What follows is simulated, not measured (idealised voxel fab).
process module | voxel transistor to metal
cross-section cut | 175 nm wide | cells 5 nm
A cross-section is a grid of square cells, given in bands from the top down. A band is one or more rows of cells.
Each band's line starts with the height of the band's top and of its bottom, in nm. Then come its materials from left to right, each with its width in nm. One material with "throughout" fills the band from edge to edge. "air" is empty space.
Height 0 is the level under which the wafer as received is all one material. The lowest band goes on downwards, as in "0 down".
A width such as "30 to 40" changes by the same amount from each row of cells to the next, from the band's top row to its bottom row.
"no change" after a step means that no cell of the cross-section changed.
closed voids: empty space of 8 cells or more with no open way to the top, each as width x height at its distance from the left edge, in nm
after a step's settings: what the simulator itself notes on the step
overlay nm, on a step with a mask: how far to the right of its planned place the mask lay; to the left if negative
plan
1 op RECEIVE | material Si
2 op CONFORMAL_DEP | material SiO2 | thk nm 5
3 op CONFORMAL_DEP | material SiN | thk nm 10
4 op DIRECTIONAL_DEP | material aC | thk nm 10
5 op PATTERN | tone cover | mask id ACTIVE | material resist | width nm 110 | thk nm 30 | overlay nm 0
6 op DIRECTIONAL_ETCH | etch materials aC | depth nm 10
7 op STRIP | etch materials resist
8 op DIRECTIONAL_ETCH | etch materials SiN | depth nm 10
9 op DIRECTIONAL_ETCH | etch materials SiO2 | depth nm 5
10 op DIRECTIONAL_ETCH | etch materials Si | depth nm 35
11 op STRIP | etch materials aC
12 op OXIDIZE | depth nm 5
13 op FILL_DEP | material SiO2 | thk nm 5
14 op CMP | height nm 15
15 op SELECTIVE_ETCH | etch materials SiO2 | depth nm 5
16 op STRIP | etch materials SiN
17 op SELECTIVE_ETCH | etch materials SiO2 | depth nm 5
18 op OXIDIZE | depth nm 5
19 op DIRECTIONAL_DEP | material polySi | thk nm 30
20 op DIRECTIONAL_DEP | material SiCN | thk nm 15
21 op DIRECTIONAL_DEP | material aC | thk nm 10
22 op PATTERN | tone cover | mask id GATE | material resist | width nm 20 | thk nm 25 | overlay nm 0
23 op DIRECTIONAL_ETCH | etch materials aC | depth nm 10
24 op STRIP | etch materials resist
25 op DIRECTIONAL_ETCH | etch materials SiCN | depth nm 25
26 op DIRECTIONAL_ETCH | etch materials polySi | depth nm 40
27 op STRIP | etch materials aC
28 op CONFORMAL_DEP | material SiO2 | thk nm 5
29 op DIRECTIONAL_ETCH | etch materials SiO2 | depth nm 5
30 op CONFORMAL_DEP | material SiN | thk nm 10
31 op DIRECTIONAL_ETCH | etch materials SiN | depth nm 10
32 op DIRECTIONAL_ETCH | etch materials SiO2 | depth nm 5
33 op DIRECTIONAL_ETCH | etch materials Si | depth nm 15
34 op EPI | material SiGe | thk nm 15
35 op FILL_DEP | material SiO2 | thk nm 10
36 op CMP | height nm 45
37 op DIRECTIONAL_DEP | material SiO2 | thk nm 10
38 op DIRECTIONAL_DEP | material aC | thk nm 15
39 op PATTERN | tone open | mask id CONTACT | material resist | width nm 30 | pitch nm 60 | thk nm 35 | overlay nm 0
40 op DIRECTIONAL_ETCH | etch materials aC | depth nm 15
41 op STRIP | etch materials resist
42 op DIRECTIONAL_ETCH | etch materials SiO2 | depth nm 45
43 op STRIP | etch materials aC
44 op CONFORMAL_DEP | material TiN | thk nm 5
45 op FILL_DEP | material W | thk nm 5
46 op CMP | height nm 55
47 op DIRECTIONAL_DEP | material TiN | thk nm 5
48 op DIRECTIONAL_DEP | material W | thk nm 25
49 op PATTERN | tone cover | mask id METAL_1 | material resist | width nm 20 | pitch nm 70 | thk nm 15 | overlay nm 0
50 op DIRECTIONAL_ETCH | etch materials W | depth nm 25
51 op DIRECTIONAL_ETCH | etch materials TiN | depth nm 5
52 op STRIP | etch materials resist
53 op CONFORMAL_DEP | material SiN | thk nm 5
54 op FILL_DEP | material lowk | thk nm 5
55 op CMP | height nm 85
56 op CONFORMAL_DEP | material SiCN | thk nm 5
57 op DIRECTIONAL_DEP | material lowk | thk nm 35
58 op MASKED_ETCH | tone open | mask id METAL_2 | width nm 20 | pitch nm 70 | etch materials lowk | depth nm 20 | overlay nm 0
59 op DIRECTIONAL_DEP | material aC | thk nm 15
60 op PATTERN | tone open | mask id METAL_2_HOLES | material resist | width nm 15 | pitch nm 70 | thk nm 35 | overlay nm 0
61 op DIRECTIONAL_ETCH | etch materials aC | depth nm 15
62 op STRIP | etch materials resist
63 op DIRECTIONAL_ETCH | etch materials lowk | depth nm 15
64 op DIRECTIONAL_ETCH | etch materials SiCN | depth nm 5
65 op STRIP | etch materials aC
66 op CONFORMAL_DEP | material TiN | thk nm 5
67 op FILL_DEP | material Ru | thk nm 5
68 op CMP | height nm 125
69 op CONFORMAL_DEP | material SiN | thk nm 5
varied across the wafers: width nm of step 60. The plan shows the first wafer's value. All wafers start alike
first wafer as received, after step 1
  0 down: Si throughout
  closed voids: none
each wafer at the end: cells of each material gained (+) or lost (-) since it was received, then its closed voids
width nm 15 | +20 Ru | -164 Si | +41 SiCN | +50 SiGe | +122 SiN | +343 SiO2 | +88 TiN | +76 W | +310 lowk | +24 polySi | closed voids: none
width nm 20 | +28 Ru | -164 Si | +39 SiCN | +50 SiGe | +122 SiN | +343 SiO2 | +88 TiN | +76 W | +304 lowk | +24 polySi | closed voids: none
width nm 25 | +32 Ru | -164 Si | +39 SiCN | +50 SiGe | +122 SiN | +343 SiO2 | +90 TiN | +76 W | +298 lowk | +24 polySi | closed voids: none
width nm 30 | +36 Ru | -164 Si | +39 SiCN | +50 SiGe | +122 SiN | +343 SiO2 | +92 TiN | +76 W | +292 lowk | +24 polySi | closed voids: none
